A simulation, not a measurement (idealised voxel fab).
Process module in this document: voxel plated lines
Cross-sectional view cut (width: 180 nm; square cell size: 5 nm).
Format of a cross-section: grid, square cells. Given as bands. Order: top down. Band: one or more rows of cells. It is stipulated that each band's entry specify, in nanometres, the height of the top of the band and then that of its bottom, followed by the materials of the band in left-to-right sequence, each together with its width in nanometres. A single material marked by the word "throughout" is understood to fill the band from edge to edge; the word "empty" is understood to denote empty space. Basically, 0 is our baseline, since under it the wafer straight out of the box is all one material. The bottom band has no lower end and keeps on going down, so it looks like "0 nm and below". Read "30..40" as a graded width: first number on top, second number at the bottom, same change between each pair of neighbouring rows. Take "remained unchanged" at face value: in the step it is given for, the cross-section changed in none of its cells. The label "Unvented internal voids" introduces a list of the empty spaces, 8 cells or larger, that have no open way up to the top; each entry in it reads width x height at distance, where the distance is taken from the left edge and all three are stated in nm. Anything after a step's settings on that line? It's the simulator's own note about the step. "overlay nm" answers the question of how far to the right of plan the mask lay on a step that has a mask, and when it is negative the answer is to the left.
-- Steps planned for the process
| 1 | op RECEIVE | material Si |
| 2 | op CONFORMAL_DEP | material SiO2 | thk nm 15 |
| 3 | op DIRECTIONAL_DEP | material TiN | thk nm 5 |
| 4 | op PATTERN | tone open | mask id LINES | material resist | width nm 15 | pitch nm 30 | thk nm 20 | overlay nm 0 |
| 5 | op EPI | material Ru | thk nm 5 |
| 6 | op STRIP | etch materials resist |
| 7 | op DIRECTIONAL_ETCH | etch materials TiN | depth nm 5 |
| 8 | op CONFORMAL_DEP | material SiO2 | thk nm 5 |
Variable across wafers: step 8 thk nm (plan value is that of the first wafer; starting state common to all).
-- Cross-section of the first of several wafers on receipt, reflecting completion of step 1
> 0 nm and below: Si throughout
> Unvented internal voids: none
-- Cross-section after step 8, the final step of the module, for the first of several wafers
> 30 nm to 25 nm: empty (60), then SiO2 (25), then empty (5), then SiO2 (25), then empty (65)
> 25 nm to 20 nm: empty (60), then SiO2 (5), then Ru (15), then SiO2 (5), then empty (5), then SiO2 (5), then Ru (15), then SiO2 (5), then empty (65)
> 20 nm to 15 nm: SiO2 (65), then TiN (15), then SiO2 (15), then TiN (15), then SiO2 (70)
> 15 nm to 0 nm: SiO2 throughout
> 0 nm and below: Si throughout
> Unvented internal voids: none
-- Sectional view of the last wafer upon completion of the module
> 45 nm to 35 nm: empty (45), then SiO2 (85), then empty (50)
> 35 nm to 25 nm: SiO2 throughout
> 25 nm to 20 nm: SiO2 (65), then Ru (15), then SiO2 (15), then Ru (15), then SiO2 (70)
> 20 nm to 15 nm: SiO2 (65), then TiN (15), then SiO2 (15), then TiN (15), then SiO2 (70)
> 15 nm to 0 nm: SiO2 throughout
> 0 nm and below: Si throughout
> Unvented internal voids: none
-- Note: the following table is arranged by wafer, a row apiece. Each row reports the end-of-module state: per material, cells gained (+) or cells lost (-) compared with the wafer as received; closed voids follow
thk nm 5; +6 Ru; +152 SiO2; +6 TiN; Unvented internal voids: none
thk nm 10; +6 Ru; +194 SiO2; +6 TiN; Unvented internal voids: none
thk nm 15; +6 Ru; +234 SiO2; +6 TiN; Unvented internal voids: none
thk nm 20; +6 Ru; +274 SiO2; +6 TiN; Unvented internal voids: none
